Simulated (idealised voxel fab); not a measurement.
A process module follows: voxel double patterning.
FYI the section here is cut, 155 nm wide, cells are 5 nm squares.
In this document a cross-section is written as a grid of square cells. It is given as a series of bands, listed from the top down, and a band is one or more rows of cells. Per band: top height and bottom height in nm, followed by the left-to-right materials and their widths in nm; "all across" marks a single material spanning edge to edge, "air" marks empty space. Height reference: 0 = level under which incoming wafer is all one material. Lowest band: no bottom, runs on downward, e.g. "0 nm and below". Graded width ("30->40"): value in top row of band = first number; value in bottom row = second number; row-to-row change constant. Basically "no change" means that step didn't change any cell in the cross-section. For the entry "Closed void inventory", the listed items are empty spaces with no open way to the top whose size is 8 cells or more; each item follows the pattern width x height at distance, where distance is from the left edge and all three are in nm. The remark found on a step's line after its settings is issued by the simulator itself and pertains to that step. When a step includes a mask, the "overlay nm" setting on its line states how far to the right of its planned place that mask lay, and negative values state how far to the left.
# Steps planned for the process
| 1 | RECEIVE, material Si |
| 2 | CONFORMAL_DEP, material SiO2, thk nm 10 |
| 3 | DIRECTIONAL_DEP, material TiN, thk nm 15 |
| 4 | DIRECTIONAL_DEP, material SiCN, thk nm 10 |
| 5 | DIRECTIONAL_DEP, material aC, thk nm 15 |
| 6 | PATTERN, tone open, mask id FIRST, material resist, width nm 15, pitch nm 50, thk nm 35, overlay nm -5 |
| 7 | DIRECTIONAL_ETCH, etch materials aC, depth nm 15 |
| 8 | STRIP, etch materials resist |
| 9 | DIRECTIONAL_ETCH, etch materials SiCN, depth nm 10 |
| 10 | STRIP, etch materials aC |
| 11 | MASKED_ETCH, tone open, mask id SECOND, width nm 15, pitch nm 50, etch materials SiCN, depth nm 10, overlay nm 0 |
| 12 | DIRECTIONAL_ETCH, etch materials TiN, depth nm 15 |
| 13 | STRIP, etch materials SiCN |
Across this set of wafers, the varied parameter is the overlay nm of step 6. Starting conditions are identical for every wafer, and the plan reports the value assigned to the first wafer.
# First of several wafers (as received, post step 1), cross-sectional view
> 0 nm and below | Si all across
> Closed void inventory: none
# Quick look at the cross-section of the first of several wafers after step 13, which wraps up the module
> 25 nm to 10 nm | 15 of TiN, 15 of air, 15 of TiN, 15 of air, 5 of TiN, 15 of air, 15 of TiN, 15 of air, 5 of TiN, 15 of air, 25 of TiN
> 10 nm to 0 nm | SiO2 all across
> 0 nm and below | Si all across
> Closed void inventory: none
# X-section, last wafer, module end
> 25 nm to 10 nm | 25 of TiN, 15 of air, 5 of TiN, 15 of air, 15 of TiN, 15 of air, 5 of TiN, 15 of air, 15 of TiN, 15 of air, 15 of TiN
> 10 nm to 0 nm | SiO2 all across
> 0 nm and below | Si all across
> Closed void inventory: none
# Basically each wafer gets a line in the table, showing it at the end of the module: material by material, the cells it gained (+) or lost (-) since we got it, then its closed voids
overlay nm -5, +62 SiO2, +48 TiN, Closed void inventory: none
overlay nm 0, +62 SiO2, +48 TiN, Closed void inventory: none
overlay nm 5, +62 SiO2, +48 TiN, Closed void inventory: none
